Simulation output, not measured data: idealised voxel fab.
The process module that follows is named voxel self aligned vias.
FYI the section here is cut, 225 nm wide, cells are 5 nm squares.
How to read a cross-section here: the picture is a grid of square cells, written as bands going from the top down, and any band can span one or more rows of cells.
Quick guide to a band line: top height, bottom height (nm) up front; then every material left to right with its width in nm. Only one material and it's marked "throughout"? Then it fills the band edge to edge. And "blank" just means empty space.
Counting heights begins at 0, where everything beneath is, in the wafer as received, one material. The lowest band has no bottom; it goes on downwards, as "0 -> down" shows.
So if you see something like "30..40" for the width, read it as the top row of the band sitting at the first number and the bottom row at the second, with every row in between moving by the same amount as the last.
You'll sometimes find "left unchanged" written for a step, and that's the way of saying that nowhere in the cross-section did a cell change during that step.
Empty spaces counting at least 8 cells and having no open way to the top are listed in "Encapsulated voids". The notation width x height at distance is used for each, the distance being from the left edge and all three values in nm.
What comes after the settings on a step's line is commentary from the simulator itself on that step.
The optional step-line setting "overlay nm" applies to steps with a mask and quantifies how far to the right of its planned location the mask lay, a negative value indicating leftward placement.

[Planned process steps]
1 RECEIVE,material Si
2 CONFORMAL_DEP,material SiO2,thk nm 10
3 CONFORMAL_DEP,material SiCN,thk nm 5
4 DIRECTIONAL_DEP,material lowk,thk nm 20
5 DIRECTIONAL_DEP,material aC,thk nm 10
6 PATTERN,tone open,mask id LINES,material resist,width nm 20,pitch nm 55,thk nm 25,overlay nm 0
7 DIRECTIONAL_ETCH,etch materials aC,depth nm 10
8 STRIP,etch materials resist
9 DIRECTIONAL_ETCH,etch materials lowk,depth nm 20
10 STRIP,etch materials aC
11 CONFORMAL_DEP,material TiN,thk nm 5
12 FILL_DEP,material Ru,thk nm 10
13 CMP,height nm 35
14 SELECTIVE_ETCH,etch materials W Ru TiN,depth nm 5
15 FILL_DEP,material SiN,thk nm 10
16 CMP,height nm 35
17 DIRECTIONAL_DEP,material lowk,thk nm 15
18 DIRECTIONAL_DEP,material aC,thk nm 10
19 PATTERN,tone open,mask id VIAS,material resist,width nm 40,pitch nm 110,thk nm 25,overlay nm 0
20 DIRECTIONAL_ETCH,etch materials aC,depth nm 10
21 STRIP,etch materials resist
22 DIRECTIONAL_ETCH,etch materials lowk,depth nm 15
23 DIRECTIONAL_ETCH,etch materials SiN,depth nm 5
24 STRIP,etch materials aC
25 CONFORMAL_DEP,material TiN,thk nm 5
26 FILL_DEP,material Ru,thk nm 10
27 CMP,height nm 50
28 CONFORMAL_DEP,material SiCN,thk nm 5

[So this is the incoming wafer in cross-section - it's already been through step 1]
0 -> down: Si throughout
Encapsulated voids: none

[First of two wafers at the end of the module, shown in cross-section; run carried out as planned]
55 -> 50: SiCN throughout
50 -> 40: 35 nm lowk, then 5 nm TiN, then 30 nm Ru, then 5 nm TiN, then 70 nm lowk, then 5 nm TiN, then 30 nm Ru, then 5 nm TiN, then 40 nm lowk
40 -> 35: 35 nm lowk, then 15 nm TiN, then 10 nm Ru, then 15 nm TiN, then 70 nm lowk, then 15 nm TiN, then 10 nm Ru, then 15 nm TiN, then 40 nm lowk
35 -> 30: 45 nm lowk, then 20 nm TiN, then 35 nm lowk, then 20 nm SiN, then 35 nm lowk, then 20 nm TiN, then 50 nm lowk
30 -> 20: 45 nm lowk, then 5 nm TiN, then 10 nm Ru, then 5 nm TiN, then 35 nm lowk, then 5 nm TiN, then 10 nm Ru, then 5 nm TiN, then 35 nm lowk, then 5 nm TiN, then 10 nm Ru, then 5 nm TiN, then 50 nm lowk
20 -> 15: 45 nm lowk, then 20 nm TiN, then 35 nm lowk, then 20 nm TiN, then 35 nm lowk, then 20 nm TiN, then 50 nm lowk
15 -> 10: SiCN throughout
10 -> 0: SiO2 throughout
0 -> down: Si throughout
Encapsulated voids: none

[Second wafer through the module, sectioned at the end: same beginning and same plan as the first wafer, with one mistake in carrying it out]
55 -> 50: SiO2 throughout
50 -> 40: 35 nm lowk, then 5 nm TiN, then 30 nm Ru, then 5 nm TiN, then 70 nm lowk, then 5 nm TiN, then 30 nm Ru, then 5 nm TiN, then 40 nm lowk
40 -> 35: 35 nm lowk, then 15 nm TiN, then 10 nm Ru, then 15 nm TiN, then 70 nm lowk, then 15 nm TiN, then 10 nm Ru, then 15 nm TiN, then 40 nm lowk
35 -> 30: 45 nm lowk, then 20 nm TiN, then 35 nm lowk, then 20 nm SiN, then 35 nm lowk, then 20 nm TiN, then 50 nm lowk
30 -> 20: 45 nm lowk, then 5 nm TiN, then 10 nm Ru, then 5 nm TiN, then 35 nm lowk, then 5 nm TiN, then 10 nm Ru, then 5 nm TiN, then 35 nm lowk, then 5 nm TiN, then 10 nm Ru, then 5 nm TiN, then 50 nm lowk
20 -> 15: 45 nm lowk, then 20 nm TiN, then 35 nm lowk, then 20 nm TiN, then 35 nm lowk, then 20 nm TiN, then 50 nm lowk
15 -> 10: SiCN throughout
10 -> 0: SiO2 throughout
0 -> down: Si throughout
Encapsulated voids: none
So what did we get wrong on this run? step 28 off recipe, ran as CONFORMAL_DEP,material SiO2,thk nm 5
Materials where the second wafer ends with more or fewer cells than the first: -45 SiCN, +45 SiO2
